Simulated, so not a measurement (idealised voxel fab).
The process module that follows is named voxel ribs on slabs.
For reference, the cross-section in this document is cut, with width 155 nm and square cells of 5 nm.
Just so we're on the same page, the cross-sections are grids of square cells, and they're listed out in bands top to bottom, each band one or more rows deep. The band entry comprises the height of the band's top followed by the height of its bottom, expressed in nm, and subsequently the band's materials from left to right, each stated together with its width in nm. Where a single material is marked with the word "everywhere", that material fills the band from edge to edge. The word "air" represents empty space. Measure heights from 0. That's the level where, below it, the as-received wafer is all one material. The lowest band is bottomless and extends downward; write it as in "0 nm and below". Think of "30->40" as a width that walks from the first number to the second as you go down the band, top row to bottom row, taking equal-sized steps from row to row. Step note "stayed the same" = no cross-section cell changed. Basically, "Unvented cavities" tells you about the enclosed voids: empty spaces with no open way to the top, 8 cells or bigger, each written width x height at distance, where distance is from the left edge, all in nm. Text after the settings on a step's line: the simulator's own remark on that step. When a step includes a mask, the "overlay nm" setting on its line states how far to the right of its planned place that mask lay, and negative values state how far to the left.
Process steps - plan:
1,op RECEIVE | material Si
2,op DIRECTIONAL_DEP | material SiO2 | thk nm 25
3,op DIRECTIONAL_DEP | material SiN | thk nm 15
4,op PATTERN | tone cover | mask id RIB | material resist | width nm 15 | thk nm 15 | overlay nm 0
5,op DIRECTIONAL_ETCH | etch materials SiN | depth nm 10
6,op STRIP | etch materials resist
7,op MASKED_ETCH | tone cover | mask id SLAB | width nm 65 | etch materials SiN | depth nm 5 | overlay nm 0
8,op FILL_DEP | material SiO2 | thk nm 20
9,op CMP | height nm 55
10,op DIRECTIONAL_DEP | material W | thk nm 10
11,op MASKED_ETCH | tone cover | mask id HEATER | width nm 25 | etch materials W | depth nm 10 | overlay nm 0
12,op CONFORMAL_DEP | material SiO2 | thk nm 10
Step 1 complete: cross-section of the wafer as received:
* 0 nm and below: Si everywhere
* Unvented cavities: none
Module complete, cross-section. Starting point and plan per above. One mistake made in running the module:
* 75 nm to 65 nm: air 55 nm | SiO2 45 nm | air 55 nm
* 65 nm to 55 nm: SiO2 65 nm | W 25 nm | SiO2 65 nm
* 55 nm to 40 nm: SiO2 everywhere
* 40 nm to 30 nm: SiO2 70->45 nm | SiN 15->65 nm | SiO2 70->45 nm
* 30 nm to 25 nm: SiN everywhere
* 25 nm to 0 nm: SiO2 everywhere
* 0 nm and below: Si everywhere
* Unvented cavities: none
In executing the process, a mistake was made relative to the plan: step 5 changed vs plan, executed as op DIRECTIONAL_ETCH | etch materials SiN | depth nm 5
